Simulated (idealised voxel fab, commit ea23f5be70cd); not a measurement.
Module name: voxel capacitor over wiring (process module)
This is section cut - it's 160 nm across, gridded in 5 nm square cells.
Notation: cross-section as square-cell grid; stated in bands, top first, going down; one or more cell rows per band.
The band entry comprises the height of the band's top followed by the height of its bottom, expressed in nm, and subsequently the band's materials from left to right, each stated together with its width in nm. Where a single material is marked with the word "edge to edge", that material fills the band from edge to edge. The word "air" represents empty space.
Beneath 0, the wafer as received is one material, and that level is where height counting begins. The lowest band goes on downward without a bottom; it is written like "0..down".
Quick explanation for "30..40": the width changes in equal steps down the rows of cells, from the first number in the band's top row to the second number in its bottom row.
Key: "remains unaltered" - step with no changed cell in the cross-section.
So "Entrapped voids" is basically the list of trapped voids: any empty space of 8 cells or more that can't reach the top through an opening. They're written width x height at distance, the distance being from the left edge, and it's all nm.
On each step's line, the part that comes after the settings is the simulator's own comment on the step.
A step line may carry the setting "overlay nm", which, for steps involving a mask, states the distance by which the mask lay to the right of its intended position; negative values denote displacement to the left.
## Process steps foreseen in the plan
| 1 | RECEIVE [material Si] |
| 2 | CONFORMAL_DEP [material SiO2] [thk nm 10] |
| 3 | DIRECTIONAL_DEP [material TiN] [thk nm 5] |
| 4 | DIRECTIONAL_DEP [material Ru] [thk nm 20] |
| 5 | DIRECTIONAL_DEP [material aC] [thk nm 15] |
| 6 | PATTERN [tone cover] [mask id METAL_1] [material resist] [width nm 25] [pitch nm 75] [thk nm 35] [overlay nm 0] |
| 7 | DIRECTIONAL_ETCH [etch materials aC] [depth nm 15] |
| 8 | STRIP [etch materials resist] |
| 9 | DIRECTIONAL_ETCH [etch materials Ru] [depth nm 20] |
| 10 | DIRECTIONAL_ETCH [etch materials TiN] [depth nm 5] |
| 11 | STRIP [etch materials aC] |
| 12 | FILL_DEP [material lowk] [thk nm 5] |
| 13 | CMP [height nm 35] |
| 14 | CONFORMAL_DEP [material SiCN] [thk nm 5] |
| 15 | DIRECTIONAL_DEP [material SiO2] [thk nm 10] |
| 16 | DIRECTIONAL_DEP [material aC] [thk nm 10] |
| 17 | PATTERN [tone open] [mask id PLUG_1] [material resist] [width nm 15] [thk nm 30] [overlay nm 0] |
| 18 | DIRECTIONAL_ETCH [etch materials aC] [depth nm 10] |
| 19 | STRIP [etch materials resist] |
| 20 | DIRECTIONAL_ETCH [etch materials SiO2] [depth nm 10] |
| 21 | DIRECTIONAL_ETCH [etch materials SiCN] [depth nm 5] |
| 22 | STRIP [etch materials aC] |
| 23 | CONFORMAL_DEP [material TiN] [thk nm 5] |
| 24 | FILL_DEP [material Ru] [thk nm 5] |
| 25 | CMP [height nm 50] |
| 26 | DIRECTIONAL_DEP [material TiN] [thk nm 10] |
| 27 | DIRECTIONAL_DEP [material HfO2] [thk nm 5] |
| 28 | DIRECTIONAL_DEP [material TiN] [thk nm 10] |
| 29 | MASKED_ETCH [tone cover] [mask id UPPER_PLATE] [width nm 55] [etch materials TiN] [depth nm 10] [overlay nm 0] |
| 30 | MASKED_ETCH [tone cover] [mask id UPPER_PLATE] [width nm 55] [etch materials HfO2] [depth nm 5] [overlay nm 0] |
| 31 | PATTERN [tone cover] [mask id LOWER_PLATE] [material resist] [width nm 65] [thk nm 20] [overlay nm 0] |
| 32 | DIRECTIONAL_ETCH [etch materials TiN] [depth nm 10] |
| 33 | STRIP [etch materials resist] |
| 34 | FILL_DEP [material SiO2] [thk nm 20] |
| 35 | CMP [height nm 90] |
| 36 | PATTERN [tone open] [mask id PLUG_2] [material resist] [width nm 15] [thk nm 20] [overlay nm 0] |
| 37 | DIRECTIONAL_ETCH [etch materials SiO2] [depth nm 15] |
| 38 | STRIP [etch materials resist] |
| 39 | CONFORMAL_DEP [material TiN] [thk nm 5] |
| 40 | FILL_DEP [material W] [thk nm 5] |
| 41 | CMP [height nm 90] |
| 42 | CONFORMAL_DEP [material SiN] [thk nm 5] |
## The first of the two wafers, which ran as planned
## As-received state of the wafer in cross-section, equivalent to post-step 1
  0..down = Si edge to edge
  Entrapped voids: none
## Wafer section view after processing step 2
  10..0 = SiO2 edge to edge
  below 0: unchanged
## Wafer section view after processing step 3
  15..10 = TiN edge to edge
  below 10: unchanged
## Wafer section view after processing step 4
  35..15 = Ru edge to edge
  below 15: unchanged
## Wafer section view after processing step 5
  50..35 = aC edge to edge
  below 35: unchanged
## Wafer section view after processing step 6
  85..50 = 30 of air | 25 of resist | 50 of air | 25 of resist | 30 of air
  below 50: unchanged
## Wafer section view after processing step 7
  70..50 = 30 of air | 25 of resist | 50 of air | 25 of resist | 30 of air
  50..35 = 30 of air | 25 of aC | 50 of air | 25 of aC | 30 of air
  below 35: unchanged
## Wafer section view after processing step 8
  50..35 = 30 of air | 25 of aC | 50 of air | 25 of aC | 30 of air
  below 35: unchanged
## Wafer section view after processing step 9
  50..35 = 30 of air | 25 of aC | 50 of air | 25 of aC | 30 of air
  35..15 = 30 of air | 25 of Ru | 50 of air | 25 of Ru | 30 of air
  below 15: unchanged
## Wafer section view after processing step 10
  50..35 = 30 of air | 25 of aC | 50 of air | 25 of aC | 30 of air
  35..15 = 30 of air | 25 of Ru | 50 of air | 25 of Ru | 30 of air
  15..10 = 30 of air | 25 of TiN | 50 of air | 25 of TiN | 30 of air
  below 10: unchanged
## Wafer section view after processing step 11
  35..15 = 30 of air | 25 of Ru | 50 of air | 25 of Ru | 30 of air
  below 15: unchanged
## Wafer section view after processing step 12
  40..35 = lowk edge to edge
  35..15 = 30 of lowk | 25 of Ru | 50 of lowk | 25 of Ru | 30 of lowk
  15..10 = 30 of lowk | 25 of TiN | 50 of lowk | 25 of TiN | 30 of lowk
  below 10: unchanged
## Wafer section view after processing step 13
  35..15 = 30 of lowk | 25 of Ru | 50 of lowk | 25 of Ru | 30 of lowk
  below 15: unchanged
## Wafer section view after processing step 14
  40..35 = SiCN edge to edge
  below 35: unchanged
## Wafer section view after processing step 15
  50..40 = SiO2 edge to edge
  below 40: unchanged
## Wafer section view after processing step 16
  60..50 = aC edge to edge
  below 50: unchanged
## Wafer section view after processing step 17
  90..60 = 40 of resist | 15 of air | 105 of resist
  below 60: unchanged
## Wafer section view after processing step 18
  80..60 = 40 of resist | 15 of air | 105 of resist
  60..50 = 40 of aC | 15 of air | 105 of aC
  below 50: unchanged
## Wafer section view after processing step 19
  60..50 = 40 of aC | 15 of air | 105 of aC
  below 50: unchanged
## Wafer section view after processing step 20
  60..50 = 40 of aC | 15 of air | 105 of aC
  50..40 = 40 of SiO2 | 15 of air | 105 of SiO2
  below 40: unchanged
## Wafer section view after processing step 21
  60..50 = 40 of aC | 15 of air | 105 of aC
  50..40 = 40 of SiO2 | 15 of air | 105 of SiO2
  40..35 = 40 of SiCN | 15 of air | 105 of SiCN
  below 35: unchanged
## Wafer section view after processing step 22
  50..40 = 40 of SiO2 | 15 of air | 105 of SiO2
  below 40: unchanged
## Wafer section view after processing step 23
  55..50 = 45 of TiN | 5 of air | 110 of TiN
  50..40 = 40 of SiO2 | 5 of TiN | 5 of air | 5 of TiN | 105 of SiO2
  40..35 = 40 of SiCN | 15 of TiN | 105 of SiCN
  below 35: unchanged
## Wafer section view after processing step 24
  60..55 = Ru edge to edge
  55..50 = 45 of TiN | 5 of Ru | 110 of TiN
  50..40 = 40 of SiO2 | 5 of TiN | 5 of Ru | 5 of TiN | 105 of SiO2
  below 40: unchanged
## Wafer section view after processing step 25
  50..40 = 40 of SiO2 | 5 of TiN | 5 of Ru | 5 of TiN | 105 of SiO2
  below 40: unchanged
## Wafer section view after processing step 26
  60..50 = TiN edge to edge
  below 50: unchanged
## Wafer section view after processing step 27
  65..60 = HfO2 edge to edge
  below 60: unchanged
## Wafer section view after processing step 28
  75..65 = TiN edge to edge
  below 65: unchanged
## Wafer section view after processing step 29
  75..65 = 40 of air | 55 of TiN | 65 of air
  below 65: unchanged
## Wafer section view after processing step 30
  75..65 = 40 of air | 55 of TiN | 65 of air
  65..60 = 40 of air | 55 of HfO2 | 65 of air
  below 60: unchanged
## Wafer section view after processing step 31
  95..75 = 35 of air | 65 of resist | 60 of air
  75..65 = 35 of air | 5 of resist | 55 of TiN | 5 of resist | 60 of air
  65..60 = 35 of air | 5 of resist | 55 of HfO2 | 5 of resist | 60 of air
  below 60: unchanged
## Wafer section view after processing step 32
  95..75 = 35 of air | 65 of resist | 60 of air
  75..65 = 35 of air | 5 of resist | 55 of TiN | 5 of resist | 60 of air
  65..60 = 35 of air | 5 of resist | 55 of HfO2 | 5 of resist | 60 of air
  60..50 = 35 of air | 65 of TiN | 60 of air
  below 50: unchanged
## Wafer section view after processing step 33
  75..65 = 40 of air | 55 of TiN | 65 of air
  65..60 = 40 of air | 55 of HfO2 | 65 of air
  below 60: unchanged
## Wafer section view after processing step 34
  95..75 = SiO2 edge to edge
  75..65 = 40 of SiO2 | 55 of TiN | 65 of SiO2
  65..60 = 40 of SiO2 | 55 of HfO2 | 65 of SiO2
  60..50 = 35 of SiO2 | 65 of TiN | 60 of SiO2
  below 50: unchanged
## Wafer section view after processing step 35
  90..75 = SiO2 edge to edge
  below 75: unchanged
## Wafer section view after processing step 36
  110..90 = 50 of resist | 15 of air | 95 of resist
  below 90: unchanged
## Wafer section view after processing step 37
  110..90 = 50 of resist | 15 of air | 95 of resist
  90..75 = 50 of SiO2 | 15 of air | 95 of SiO2
  below 75: unchanged
## Wafer section view after processing step 38
  90..75 = 50 of SiO2 | 15 of air | 95 of SiO2
  below 75: unchanged
## Wafer section view after processing step 39
  95..90 = 55 of TiN | 5 of air | 100 of TiN
  90..80 = 50 of SiO2 | 5 of TiN | 5 of air | 5 of TiN | 95 of SiO2
  80..75 = 50 of SiO2 | 15 of TiN | 95 of SiO2
  below 75: unchanged
## Wafer section view after processing step 40
  100..95 = W edge to edge
  95..90 = 55 of TiN | 5 of W | 100 of TiN
  90..80 = 50 of SiO2 | 5 of TiN | 5 of W | 5 of TiN | 95 of SiO2
  below 80: unchanged
## Wafer section view after processing step 41
  90..80 = 50 of SiO2 | 5 of TiN | 5 of W | 5 of TiN | 95 of SiO2
  below 80: unchanged
## Wafer section view after processing step 42
  95..90 = SiN edge to edge
  below 90: unchanged
## Second wafer, same starting conditions and recipe as the first, one mistake in executing it, nothing differs from the first up to and including step 28
## Cross-sectional view of the second wafer at the intended end time of process step 29
  75..65 = 40 of air | 60 of TiN | 60 of air
  below 65: unchanged
## Cross-sectional view of the second wafer at the intended end time of process step 30
  75..65 = 40 of air | 60 of TiN | 60 of air
  65..60 = 40 of air | 60 of HfO2 | 60 of air
  below 60: unchanged
## Cross-sectional view of the second wafer at the intended end time of process step 31
  95..75 = 35 of air | 65 of resist | 60 of air
  75..65 = 35 of air | 5 of resist | 60 of TiN | 60 of air
  65..60 = 35 of air | 5 of resist | 60 of HfO2 | 60 of air
  below 60: unchanged
## Cross-sectional view of the second wafer at the intended end time of process step 32
  95..75 = 35 of air | 65 of resist | 60 of air
  75..65 = 35 of air | 5 of resist | 60 of TiN | 60 of air
  65..60 = 35 of air | 5 of resist | 60 of HfO2 | 60 of air
  60..50 = 35 of air | 65 of TiN | 60 of air
  below 50: unchanged
## Cross-sectional view of the second wafer at the intended end time of process step 33
  75..65 = 40 of air | 60 of TiN | 60 of air
  65..60 = 40 of air | 60 of HfO2 | 60 of air
  below 60: unchanged
## Cross-sectional view of the second wafer at the intended end time of process step 34
  95..75 = SiO2 edge to edge
  75..65 = 40 of SiO2 | 60 of TiN | 60 of SiO2
  65..60 = 40 of SiO2 | 60 of HfO2 | 60 of SiO2
  60..50 = 35 of SiO2 | 65 of TiN | 60 of SiO2
  below 50: unchanged
## Cross-sectional view of the second wafer at the intended end time of process step 35
  90..75 = SiO2 edge to edge
  below 75: unchanged
## Cross-sectional view of the second wafer at the intended end time of process step 36
  110..90 = 50 of resist | 15 of air | 95 of resist
  below 90: unchanged
## Cross-sectional view of the second wafer at the intended end time of process step 37
  110..90 = 50 of resist | 15 of air | 95 of resist
  90..75 = 50 of SiO2 | 15 of air | 95 of SiO2
  below 75: unchanged
## Cross-sectional view of the second wafer at the intended end time of process step 38
  90..75 = 50 of SiO2 | 15 of air | 95 of SiO2
  below 75: unchanged
## Cross-sectional view of the second wafer at the intended end time of process step 39
  95..90 = 55 of TiN | 5 of air | 100 of TiN
  90..80 = 50 of SiO2 | 5 of TiN | 5 of air | 5 of TiN | 95 of SiO2
  80..75 = 50 of SiO2 | 15 of TiN | 95 of SiO2
  below 75: unchanged
## Cross-sectional view of the second wafer at the intended end time of process step 40
  100..95 = W edge to edge
  95..90 = 55 of TiN | 5 of W | 100 of TiN
  90..80 = 50 of SiO2 | 5 of TiN | 5 of W | 5 of TiN | 95 of SiO2
  below 80: unchanged
## Cross-sectional view of the second wafer at the intended end time of process step 41
  90..80 = 50 of SiO2 | 5 of TiN | 5 of W | 5 of TiN | 95 of SiO2
  below 80: unchanged
## Cross-sectional view of the second wafer at the intended end time of process step 42
  95..90 = SiN edge to edge
  below 90: unchanged
Against the plan, the run slipped here: step 29 off recipe, ran as MASKED_ETCH [tone cover] [mask id UPPER_PLATE] [width nm 60] [etch materials TiN] [depth nm 10] [overlay nm 0]
End check, counted in cells, second wafer has more or fewer of these materials than the first: 1 more of HfO2 | 3 fewer of SiO2 | 2 more of TiN
